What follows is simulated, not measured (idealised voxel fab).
process module | voxel transistor to metal
cross-section cut | 185 nm wide | cells 5 nm
A cross-section is a grid of square cells, given in bands from the top down. A band is one or more rows of cells.
Each band's line starts with the height of the band's top and of its bottom, in nm. Then come its materials from left to right, each with its width in nm. One material with "throughout" fills the band from edge to edge. "air" is empty space.
Height 0 is the level under which the wafer as received is all one material. The lowest band goes on downwards, as in "0 down".
A width such as "30 to 40" changes by the same amount from each row of cells to the next, from the band's top row to its bottom row.
"no change" after a step means that no cell of the cross-section changed.
closed voids: empty space of 8 cells or more with no open way to the top, each as width x height at its distance from the left edge, in nm
after a step's settings: what the simulator itself notes on the step
overlay nm, on a step with a mask: how far to the right of its planned place the mask lay; to the left if negative
plan
1 op RECEIVE | material Si
2 op CONFORMAL_DEP | material SiO2 | thk nm 5
3 op CONFORMAL_DEP | material SiN | thk nm 10
4 op DIRECTIONAL_DEP | material aC | thk nm 10
5 op PATTERN | tone cover | mask id ACTIVE | material resist | width nm 95 | thk nm 30 | overlay nm 0
6 op DIRECTIONAL_ETCH | etch materials aC | depth nm 10
7 op STRIP | etch materials resist
8 op DIRECTIONAL_ETCH | etch materials SiN | depth nm 10
9 op DIRECTIONAL_ETCH | etch materials SiO2 | depth nm 5
10 op DIRECTIONAL_ETCH | etch materials Si | depth nm 25
11 op STRIP | etch materials aC
12 op FILL_DEP | material SiO2 | thk nm 15
13 op CMP | height nm 15
14 op SELECTIVE_ETCH | etch materials SiO2 | depth nm 5
15 op STRIP | etch materials SiN
16 op SELECTIVE_ETCH | etch materials SiO2 | depth nm 5
17 op OXIDIZE | depth nm 5
18 op DIRECTIONAL_DEP | material polySi | thk nm 25
19 op DIRECTIONAL_DEP | material SiCN | thk nm 15
20 op MASKED_ETCH | tone cover | mask id GATE | width nm 25 | etch materials SiCN | depth nm 25 | overlay nm 0
21 op MASKED_ETCH | tone cover | mask id GATE | width nm 25 | etch materials polySi | depth nm 35 | overlay nm 0
22 op CONFORMAL_DEP | material SiN | thk nm 5
23 op DIRECTIONAL_ETCH | etch materials SiN | depth nm 5
24 op DIRECTIONAL_ETCH | etch materials SiO2 | depth nm 5
25 op EPI | material SiGe | thk nm 5
26 op FILL_DEP | material SiO2 | thk nm 10
27 op CMP | height nm 25
28 op STRIP | etch materials polySi
29 op SELECTIVE_ETCH | etch materials SiO2 | depth nm 5
30 op CONFORMAL_DEP | material HfO2 | thk nm 5
31 op CONFORMAL_DEP | material TiN | thk nm 5
32 op FILL_DEP | material W | thk nm 10
33 op CMP | height nm 20
34 op DIRECTIONAL_DEP | material SiO2 | thk nm 15
35 op MASKED_ETCH | tone open | mask id CONTACT | width nm 15 | pitch nm 70 | etch materials SiO2 | depth nm 35 | overlay nm 0
36 op CONFORMAL_DEP | material TiN | thk nm 5
37 op FILL_DEP | material Ru | thk nm 5
38 op CMP | height nm 35
39 op DIRECTIONAL_DEP | material TiN | thk nm 5
40 op DIRECTIONAL_DEP | material Ru | thk nm 15
41 op MASKED_ETCH | tone cover | mask id METAL_1 | width nm 15 | pitch nm 70 | etch materials Ru | depth nm 15 | overlay nm 0
42 op MASKED_ETCH | tone cover | mask id METAL_1 | width nm 15 | pitch nm 70 | etch materials TiN | depth nm 5 | overlay nm 0
43 op CONFORMAL_DEP | material SiCN | thk nm 5
44 op FILL_DEP | material lowk | thk nm 5
45 op CMP | height nm 55
46 op CONFORMAL_DEP | material SiCN | thk nm 5
47 op DIRECTIONAL_DEP | material lowk | thk nm 25
48 op DIRECTIONAL_DEP | material aC | thk nm 10
49 op PATTERN | tone open | mask id METAL_2 | material resist | width nm 15 | pitch nm 70 | thk nm 30 | overlay nm 0
50 op DIRECTIONAL_ETCH | etch materials aC | depth nm 10
51 op STRIP | etch materials resist
52 op DIRECTIONAL_ETCH | etch materials lowk | depth nm 15
53 op STRIP | etch materials aC
54 op MASKED_ETCH | tone open | mask id METAL_2_HOLES | width nm 15 | pitch nm 70 | etch materials lowk | depth nm 10 | overlay nm 0
55 op MASKED_ETCH | tone open | mask id METAL_2_HOLES | width nm 15 | pitch nm 70 | etch materials SiCN | depth nm 5 | overlay nm 0
56 op CONFORMAL_DEP | material TiN | thk nm 5
57 op FILL_DEP | material Cu | thk nm 5
58 op CMP | height nm 85
59 op CONFORMAL_DEP | material SiCN | thk nm 5
first wafer, as planned
as received, after step 1
  0 down: Si throughout
  closed voids: none
after step 2
  5 to 0: SiO2 throughout
  below 0: unchanged
after step 3
  15 to 5: SiN throughout
  below 5: unchanged
after step 4
  25 to 15: aC throughout
  below 15: unchanged
after step 5
  55 to 25: air 45 | resist 95 | air 45
  below 25: unchanged
after step 6
  45 to 25: air 45 | resist 95 | air 45
  25 to 15: air 45 | aC 95 | air 45
  below 15: unchanged
after step 7
  25 to 15: air 45 | aC 95 | air 45
  below 15: unchanged
after step 8
  25 to 15: air 45 | aC 95 | air 45
  15 to 5: air 45 | SiN 95 | air 45
  below 5: unchanged
after step 9
  25 to 15: air 45 | aC 95 | air 45
  15 to 5: air 45 | SiN 95 | air 45
  5 to 0: air 45 | SiO2 95 | air 45
  below 0: unchanged
after step 10
  25 to 15: air 45 | aC 95 | air 45
  15 to 5: air 45 | SiN 95 | air 45
  5 to 0: air 45 | SiO2 95 | air 45
  0 to -25: air 45 | Si 95 | air 45
  below -25: unchanged
after step 11
  15 to 5: air 45 | SiN 95 | air 45
  below 5: unchanged
after step 12
  30 to 15: SiO2 throughout
  15 to 5: SiO2 45 | SiN 95 | SiO2 45
  5 to 0: SiO2 throughout
  0 to -25: SiO2 45 | Si 95 | SiO2 45
  below -25: unchanged
after step 13
  15 to 5: SiO2 45 | SiN 95 | SiO2 45
  below 5: unchanged
after step 14
  15 to 10: air 45 | SiN 95 | air 45
  below 10: unchanged
after step 15
  10 to 5: SiO2 45 | air 95 | SiO2 45
  below 5: unchanged
after step 16
  5 to 0: SiO2 40 | air 105 | SiO2 40
  below 0: unchanged
after step 17
  5 to 0: SiO2 40 | air 105 | SiO2 40
  0 to -5: SiO2 throughout
  below -5: unchanged
after step 18
  30 to 25: polySi 40 | air 105 | polySi 40
  25 to 5: polySi throughout
  5 to 0: SiO2 40 | polySi 105 | SiO2 40
  below 0: unchanged
after step 19
  45 to 40: SiCN 40 | air 105 | SiCN 40
  40 to 30: SiCN throughout
  30 to 25: polySi 40 | SiCN 105 | polySi 40
  below 25: unchanged
after step 20
  40 to 30: air 80 | SiCN 25 | air 80
  30 to 25: polySi 40 | air 40 | SiCN 25 | air 40 | polySi 40
  below 25: unchanged
after step 21
  40 to 25: air 80 | SiCN 25 | air 80
  25 to 5: air 80 | polySi 25 | air 80
  5 to 0: SiO2 40 | air 40 | polySi 25 | air 40 | SiO2 40
  below 0: unchanged
after step 22
  45 to 40: air 75 | SiN 35 | air 75
  40 to 25: air 75 | SiN 5 | SiCN 25 | SiN 5 | air 75
  25 to 10: air 75 | SiN 5 | polySi 25 | SiN 5 | air 75
  10 to 5: SiN 45 | air 30 | SiN 5 | polySi 25 | SiN 5 | air 30 | SiN 45
  5 to 0: SiO2 40 | SiN 40 | polySi 25 | SiN 40 | SiO2 40
  below 0: unchanged
after step 23
  40 to 25: air 75 | SiN 5 | SiCN 25 | SiN 5 | air 75
  25 to 5: air 75 | SiN 5 | polySi 25 | SiN 5 | air 75
  5 to 0: SiO2 40 | SiN 5 | air 30 | SiN 5 | polySi 25 | SiN 5 | air 30 | SiN 5 | SiO2 40
  below 0: unchanged
after step 24
  40 to 25: air 75 | SiN 5 | SiCN 25 | SiN 5 | air 75
  25 to 5: air 75 | SiN 5 | polySi 25 | SiN 5 | air 75
  5 to 0: air 40 | SiN 5 | air 30 | SiN 5 | polySi 25 | SiN 5 | air 30 | SiN 5 | air 40
  0 to -5: SiO2 45 | air 30 | SiO2 35 | air 30 | SiO2 45
  below -5: unchanged
after step 25
  40 to 25: air 75 | SiN 5 | SiCN 25 | SiN 5 | air 75
  25 to 5: air 75 | SiN 5 | polySi 25 | SiN 5 | air 75
  5 to 0: air 40 | SiN 5 | air 30 | SiN 5 | polySi 25 | SiN 5 | air 30 | SiN 5 | air 40
  0 to -5: SiO2 45 | SiGe 30 | SiO2 35 | SiGe 30 | SiO2 45
  below -5: unchanged
after step 26
  50 to 40: SiO2 throughout
  40 to 25: SiO2 75 | SiN 5 | SiCN 25 | SiN 5 | SiO2 75
  25 to 5: SiO2 75 | SiN 5 | polySi 25 | SiN 5 | SiO2 75
  5 to 0: SiO2 40 | SiN 5 | SiO2 30 | SiN 5 | polySi 25 | SiN 5 | SiO2 30 | SiN 5 | SiO2 40
  below 0: unchanged
after step 27
  25 to 5: SiO2 75 | SiN 5 | polySi 25 | SiN 5 | SiO2 75
  below 5: unchanged
after step 28
  25 to 5: SiO2 75 | SiN 5 | air 25 | SiN 5 | SiO2 75
  5 to 0: SiO2 40 | SiN 5 | SiO2 30 | SiN 5 | air 25 | SiN 5 | SiO2 30 | SiN 5 | SiO2 40
  below 0: unchanged
after step 29
  25 to 20: air 75 | SiN 5 | air 25 | SiN 5 | air 75
  20 to 5: SiO2 75 | SiN 5 | air 25 | SiN 5 | SiO2 75
  5 to 0: SiO2 40 | SiN 5 | SiO2 30 | SiN 5 | air 25 | SiN 5 | SiO2 30 | SiN 5 | SiO2 40
  0 to -5: SiO2 45 | SiGe 30 | air 35 | SiGe 30 | SiO2 45
  below -5: unchanged
after step 30
  30 to 25: air 70 | HfO2 15 | air 15 | HfO2 15 | air 70
  25 to 20: HfO2 75 | SiN 5 | HfO2 5 | air 15 | HfO2 5 | SiN 5 | HfO2 75
  20 to 5: SiO2 75 | SiN 5 | HfO2 5 | air 15 | HfO2 5 | SiN 5 | SiO2 75
  5 to 0: SiO2 40 | SiN 5 | SiO2 30 | SiN 5 | HfO2 5 | air 15 | HfO2 5 | SiN 5 | SiO2 30 | SiN 5 | SiO2 40
  0 to -5: SiO2 45 | SiGe 30 | HfO2 35 | SiGe 30 | SiO2 45
  below -5: unchanged
after step 31
  35 to 30: air 65 | TiN 25 | air 5 | TiN 25 | air 65
  30 to 25: TiN 70 | HfO2 15 | TiN 5 | air 5 | TiN 5 | HfO2 15 | TiN 70
  25 to 20: HfO2 75 | SiN 5 | HfO2 5 | TiN 5 | air 5 | TiN 5 | HfO2 5 | SiN 5 | HfO2 75
  20 to 5: SiO2 75 | SiN 5 | HfO2 5 | TiN 5 | air 5 | TiN 5 | HfO2 5 | SiN 5 | SiO2 75
  5 to 0: SiO2 40 | SiN 5 | SiO2 30 | SiN 5 | HfO2 5 | TiN 15 | HfO2 5 | SiN 5 | SiO2 30 | SiN 5 | SiO2 40
  below 0: unchanged
after step 32
  45 to 35: W throughout
  35 to 30: W 65 | TiN 25 | W 5 | TiN 25 | W 65
  30 to 25: TiN 70 | HfO2 15 | TiN 5 | W 5 | TiN 5 | HfO2 15 | TiN 70
  25 to 20: HfO2 75 | SiN 5 | HfO2 5 | TiN 5 | W 5 | TiN 5 | HfO2 5 | SiN 5 | HfO2 75
  20 to 5: SiO2 75 | SiN 5 | HfO2 5 | TiN 5 | W 5 | TiN 5 | HfO2 5 | SiN 5 | SiO2 75
  below 5: unchanged
after step 33
  20 to 5: SiO2 75 | SiN 5 | HfO2 5 | TiN 5 | W 5 | TiN 5 | HfO2 5 | SiN 5 | SiO2 75
  below 5: unchanged
after step 34
  35 to 20: SiO2 throughout
  below 20: unchanged
after step 35
  35 to 20: SiO2 50 | air 15 | SiO2 55 | air 15 | SiO2 50
  20 to 5: SiO2 50 | air 15 | SiO2 10 | SiN 5 | HfO2 5 | TiN 5 | W 5 | TiN 5 | HfO2 5 | SiN 5 | SiO2 10 | air 15 | SiO2 50
  5 to 0: SiO2 40 | SiN 5 | SiO2 5 | air 15 | SiO2 10 | SiN 5 | HfO2 5 | TiN 15 | HfO2 5 | SiN 5 | SiO2 10 | air 15 | SiO2 5 | SiN 5 | SiO2 40
  below 0: unchanged
after step 36
  40 to 35: TiN 55 | air 5 | TiN 65 | air 5 | TiN 55
  35 to 20: SiO2 50 | TiN 5 | air 5 | TiN 5 | SiO2 55 | TiN 5 | air 5 | TiN 5 | SiO2 50
  20 to 5: SiO2 50 | TiN 5 | air 5 | TiN 5 | SiO2 10 | SiN 5 | HfO2 5 | TiN 5 | W 5 | TiN 5 | HfO2 5 | SiN 5 | SiO2 10 | TiN 5 | air 5 | TiN 5 | SiO2 50
  5 to 0: SiO2 40 | SiN 5 | SiO2 5 | TiN 15 | SiO2 10 | SiN 5 | HfO2 5 | TiN 15 | HfO2 5 | SiN 5 | SiO2 10 | TiN 15 | SiO2 5 | SiN 5 | SiO2 40
  below 0: unchanged
after step 37
  45 to 40: Ru throughout
  40 to 35: TiN 55 | Ru 5 | TiN 65 | Ru 5 | TiN 55
  35 to 20: SiO2 50 | TiN 5 | Ru 5 | TiN 5 | SiO2 55 | TiN 5 | Ru 5 | TiN 5 | SiO2 50
  20 to 5: SiO2 50 | TiN 5 | Ru 5 | TiN 5 | SiO2 10 | SiN 5 | HfO2 5 | TiN 5 | W 5 | TiN 5 | HfO2 5 | SiN 5 | SiO2 10 | TiN 5 | Ru 5 | TiN 5 | SiO2 50
  below 5: unchanged
after step 38
  35 to 20: SiO2 50 | TiN 5 | Ru 5 | TiN 5 | SiO2 55 | TiN 5 | Ru 5 | TiN 5 | SiO2 50
  below 20: unchanged
after step 39
  40 to 35: TiN throughout
  below 35: unchanged
after step 40
  55 to 40: Ru throughout
  below 40: unchanged
after step 41
  55 to 40: air 50 | Ru 15 | air 55 | Ru 15 | air 50
  below 40: unchanged
after step 42
  55 to 40: air 50 | Ru 15 | air 55 | Ru 15 | air 50
  40 to 35: air 50 | TiN 15 | air 55 | TiN 15 | air 50
  below 35: unchanged
after step 43
  60 to 55: air 45 | SiCN 25 | air 45 | SiCN 25 | air 45
  55 to 40: air 45 | SiCN 5 | Ru 15 | SiCN 5 | air 45 | SiCN 5 | Ru 15 | SiCN 5 | air 45
  40 to 35: SiCN 50 | TiN 15 | SiCN 55 | TiN 15 | SiCN 50
  below 35: unchanged
after step 44
  65 to 60: lowk throughout
  60 to 55: lowk 45 | SiCN 25 | lowk 45 | SiCN 25 | lowk 45
  55 to 40: lowk 45 | SiCN 5 | Ru 15 | SiCN 5 | lowk 45 | SiCN 5 | Ru 15 | SiCN 5 | lowk 45
  below 40: unchanged
after step 45
  55 to 40: lowk 45 | SiCN 5 | Ru 15 | SiCN 5 | lowk 45 | SiCN 5 | Ru 15 | SiCN 5 | lowk 45
  below 40: unchanged
after step 46
  60 to 55: SiCN throughout
  below 55: unchanged
after step 47
  85 to 60: lowk throughout
  below 60: unchanged
after step 48
  95 to 85: aC throughout
  below 85: unchanged
after step 49
  125 to 95: resist 50 | air 15 | resist 55 | air 15 | resist 50
  below 95: unchanged
after step 50
  115 to 95: resist 50 | air 15 | resist 55 | air 15 | resist 50
  95 to 85: aC 50 | air 15 | aC 55 | air 15 | aC 50
  below 85: unchanged
after step 51
  95 to 85: aC 50 | air 15 | aC 55 | air 15 | aC 50
  below 85: unchanged
after step 52
  95 to 85: aC 50 | air 15 | aC 55 | air 15 | aC 50
  85 to 70: lowk 50 | air 15 | lowk 55 | air 15 | lowk 50
  below 70: unchanged
after step 53
  85 to 70: lowk 50 | air 15 | lowk 55 | air 15 | lowk 50
  below 70: unchanged
after step 54
  85 to 60: lowk 50 | air 15 | lowk 55 | air 15 | lowk 50
  below 60: unchanged
after step 55
  85 to 60: lowk 50 | air 15 | lowk 55 | air 15 | lowk 50
  60 to 55: SiCN 50 | air 15 | SiCN 55 | air 15 | SiCN 50
  below 55: unchanged
after step 56
  90 to 85: TiN 55 | air 5 | TiN 65 | air 5 | TiN 55
  85 to 60: lowk 50 | TiN 5 | air 5 | TiN 5 | lowk 55 | TiN 5 | air 5 | TiN 5 | lowk 50
  60 to 55: SiCN 50 | TiN 15 | SiCN 55 | TiN 15 | SiCN 50
  below 55: unchanged
after step 57
  95 to 90: Cu throughout
  90 to 85: TiN 55 | Cu 5 | TiN 65 | Cu 5 | TiN 55
  85 to 60: lowk 50 | TiN 5 | Cu 5 | TiN 5 | lowk 55 | TiN 5 | Cu 5 | TiN 5 | lowk 50
  below 60: unchanged
after step 58
  85 to 60: lowk 50 | TiN 5 | Cu 5 | TiN 5 | lowk 55 | TiN 5 | Cu 5 | TiN 5 | lowk 50
  below 60: unchanged
after step 59
  90 to 85: SiCN throughout
  below 85: unchanged
second wafer: like start, like plan, one mistake. Through step 38 it matches the first wafer
when step 39 should have ended
  50 to 35: Ru throughout
  below 35: unchanged
when step 40 should have ended
  55 to 50: TiN throughout
  below 50: unchanged
when step 41 should have ended: no change
when step 42 should have ended
  55 to 50: air 50 | TiN 15 | air 55 | TiN 15 | air 50
  below 50: unchanged
when step 43 should have ended
  60 to 55: air 45 | SiCN 25 | air 45 | SiCN 25 | air 45
  55 to 50: SiCN 50 | TiN 15 | SiCN 55 | TiN 15 | SiCN 50
  below 50: unchanged
when step 44 should have ended
  65 to 60: lowk throughout
  60 to 55: lowk 45 | SiCN 25 | lowk 45 | SiCN 25 | lowk 45
  below 55: unchanged
when step 45 should have ended
  55 to 50: SiCN 50 | TiN 15 | SiCN 55 | TiN 15 | SiCN 50
  below 50: unchanged
when step 46 should have ended
  60 to 55: SiCN throughout
  below 55: unchanged
when step 47 should have ended
  85 to 60: lowk throughout
  below 60: unchanged
when step 48 should have ended
  95 to 85: aC throughout
  below 85: unchanged
when step 49 should have ended
  125 to 95: resist 50 | air 15 | resist 55 | air 15 | resist 50
  below 95: unchanged
when step 50 should have ended
  115 to 95: resist 50 | air 15 | resist 55 | air 15 | resist 50
  95 to 85: aC 50 | air 15 | aC 55 | air 15 | aC 50
  below 85: unchanged
when step 51 should have ended
  95 to 85: aC 50 | air 15 | aC 55 | air 15 | aC 50
  below 85: unchanged
when step 52 should have ended
  95 to 85: aC 50 | air 15 | aC 55 | air 15 | aC 50
  85 to 70: lowk 50 | air 15 | lowk 55 | air 15 | lowk 50
  below 70: unchanged
when step 53 should have ended
  85 to 70: lowk 50 | air 15 | lowk 55 | air 15 | lowk 50
  below 70: unchanged
when step 54 should have ended
  85 to 60: lowk 50 | air 15 | lowk 55 | air 15 | lowk 50
  below 60: unchanged
when step 55 should have ended
  85 to 60: lowk 50 | air 15 | lowk 55 | air 15 | lowk 50
  60 to 55: SiCN 50 | air 15 | SiCN 55 | air 15 | SiCN 50
  below 55: unchanged
when step 56 should have ended
  90 to 85: TiN 55 | air 5 | TiN 65 | air 5 | TiN 55
  85 to 60: lowk 50 | TiN 5 | air 5 | TiN 5 | lowk 55 | TiN 5 | air 5 | TiN 5 | lowk 50
  60 to 50: SiCN 50 | TiN 15 | SiCN 55 | TiN 15 | SiCN 50
  below 50: unchanged
when step 57 should have ended
  95 to 90: Cu throughout
  90 to 85: TiN 55 | Cu 5 | TiN 65 | Cu 5 | TiN 55
  85 to 60: lowk 50 | TiN 5 | Cu 5 | TiN 5 | lowk 55 | TiN 5 | Cu 5 | TiN 5 | lowk 50
  below 60: unchanged
when step 58 should have ended
  85 to 60: lowk 50 | TiN 5 | Cu 5 | TiN 5 | lowk 55 | TiN 5 | Cu 5 | TiN 5 | lowk 50
  below 60: unchanged
when step 59 should have ended
  90 to 85: SiCN throughout
  below 85: unchanged
what went wrong: steps 39 and 40 were swapped
at the end the second wafer has, in cells: 93 more of Ru | 12 fewer of SiCN | 81 fewer of lowk
